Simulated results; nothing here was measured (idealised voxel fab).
process module | voxel released beams
cross-section cut | 300 nm wide | cells 5 nm
A cross-section is a grid of square cells, given in bands from the top down. A band is one or more rows of cells.
Each band's line starts with the height of the band's top and of its bottom, in nm. Then come its materials from left to right, each with its width in nm. One material with "throughout" fills the band from edge to edge. "air" is empty space.
Height 0 is the level under which the wafer as received is all one material. The lowest band goes on downwards, as in "0 down".
A width such as "30 to 40" changes by the same amount from each row of cells to the next, from the band's top row to its bottom row.
"no change" after a step means that no cell of the cross-section changed.
closed voids: empty space of 8 cells or more with no open way to the top, each as width x height at its distance from the left edge, in nm
after a step's settings: what the simulator itself notes on the step
overlay nm, on a step with a mask: how far to the right of its planned place the mask lay; to the left if negative
plan
1 op RECEIVE | material Si
2 op CONFORMAL_DEP | material SiN | thk nm 10
3 op DIRECTIONAL_DEP | material SiO2 | thk nm 20
4 op MASKED_ETCH | tone open | mask id ANCHOR | width nm 40 | etch materials SiO2 | depth nm 20 | overlay nm 0
5 op CONFORMAL_DEP | material W | thk nm 15
6 op DIRECTIONAL_DEP | material aC | thk nm 15
7 op PATTERN | tone cover | mask id BEAM | material resist | width nm 100 | thk nm 30 | overlay nm 0
8 op DIRECTIONAL_ETCH | etch materials aC | depth nm 15
9 op STRIP | etch materials resist
10 op DIRECTIONAL_ETCH | etch materials W | depth nm 15
11 op STRIP | etch materials aC
12 op STRIP | etch materials SiO2
first wafer, as planned
as received, after step 1
  0 down: Si throughout
  closed voids: none
after step 2
  10 to 0: SiN throughout
  below 0: unchanged
after step 3
  30 to 10: SiO2 throughout
  below 10: unchanged
after step 4
  30 to 10: SiO2 100 | air 40 | SiO2 160
  below 10: unchanged
after step 5
  45 to 30: W 115 | air 10 | W 175
  30 to 25: SiO2 100 | W 15 | air 10 | W 15 | SiO2 160
  25 to 10: SiO2 100 | W 40 | SiO2 160
  below 10: unchanged
after step 6
  60 to 45: aC 115 | air 10 | aC 175
  45 to 40: W 115 | air 10 | W 175
  40 to 30: W 115 | aC 10 | W 175
  30 to 25: SiO2 100 | W 15 | aC 10 | W 15 | SiO2 160
  below 25: unchanged
after step 7
  90 to 60: air 95 | resist 100 | air 105
  60 to 45: aC 115 | resist 10 | aC 175
  45 to 40: W 115 | resist 10 | W 175
  below 40: unchanged
after step 8
  75 to 60: air 95 | resist 100 | air 105
  60 to 45: air 95 | aC 20 | resist 10 | aC 70 | air 105
  below 45: unchanged
after step 9
  60 to 45: air 95 | aC 20 | air 10 | aC 70 | air 105
  45 to 40: W 115 | air 10 | W 175
  below 40: unchanged
after step 10
  60 to 45: air 95 | aC 20 | air 10 | aC 70 | air 105
  45 to 40: air 95 | W 20 | air 10 | W 70 | air 105
  40 to 30: air 95 | W 20 | aC 10 | W 70 | air 105
  below 30: unchanged
after step 11
  45 to 30: air 95 | W 20 | air 10 | W 70 | air 105
  30 to 25: SiO2 100 | W 15 | air 10 | W 15 | SiO2 160
  below 25: unchanged
after step 12
  45 to 30: air 95 | W 20 | air 10 | W 70 | air 105
  30 to 25: air 100 | W 15 | air 10 | W 15 | air 160
  25 to 10: air 100 | W 40 | air 160
  below 10: unchanged
second wafer: like start, like plan, one mistake. Through step 3 it matches the first wafer
when step 4 should have ended
  30 to 10: air 100 | SiO2 40 | air 160
  below 10: unchanged
when step 5 should have ended
  45 to 30: air 85 | W 70 | air 145
  30 to 25: air 85 | W 15 | SiO2 40 | W 15 | air 145
  25 to 10: W 100 | SiO2 40 | W 160
  below 10: unchanged
when step 6 should have ended
  60 to 45: air 85 | aC 70 | air 145
  45 to 40: air 85 | W 70 | air 145
  40 to 30: aC 85 | W 70 | aC 145
  30 to 25: aC 85 | W 15 | SiO2 40 | W 15 | aC 145
  below 25: unchanged
when step 7 should have ended
  90 to 60: air 95 | resist 100 | air 105
  60 to 45: air 85 | aC 70 | resist 40 | air 105
  45 to 40: air 85 | W 70 | resist 40 | air 105
  below 40: unchanged
when step 8 should have ended
  75 to 60: air 95 | resist 100 | air 105
  60 to 45: air 95 | aC 60 | resist 40 | air 105
  45 to 40: air 85 | W 70 | resist 40 | air 105
  40 to 30: air 85 | W 70 | aC 40 | air 105
  30 to 25: air 85 | W 15 | SiO2 40 | W 15 | aC 40 | air 105
  below 25: unchanged
when step 9 should have ended
  60 to 45: air 95 | aC 60 | air 145
  45 to 40: air 85 | W 70 | air 145
  below 40: unchanged
when step 10 should have ended
  60 to 45: air 95 | aC 60 | air 145
  45 to 40: air 95 | W 60 | air 145
  40 to 30: air 95 | W 60 | aC 40 | air 105
  30 to 25: air 85 | W 15 | SiO2 40 | W 15 | aC 40 | air 105
  25 to 10: air 85 | W 15 | SiO2 40 | W 55 | air 105
  below 10: unchanged
when step 11 should have ended
  45 to 30: air 95 | W 60 | air 145
  30 to 25: air 85 | W 15 | SiO2 40 | W 15 | air 145
  below 25: unchanged
when step 12 should have ended: no change
what went wrong: step 4 ran as: op MASKED_ETCH | tone cover | mask id ANCHOR | width nm 40 | etch materials SiO2 | depth nm 20 | overlay nm 0
at the end the second wafer has, in cells: 32 more of SiO2
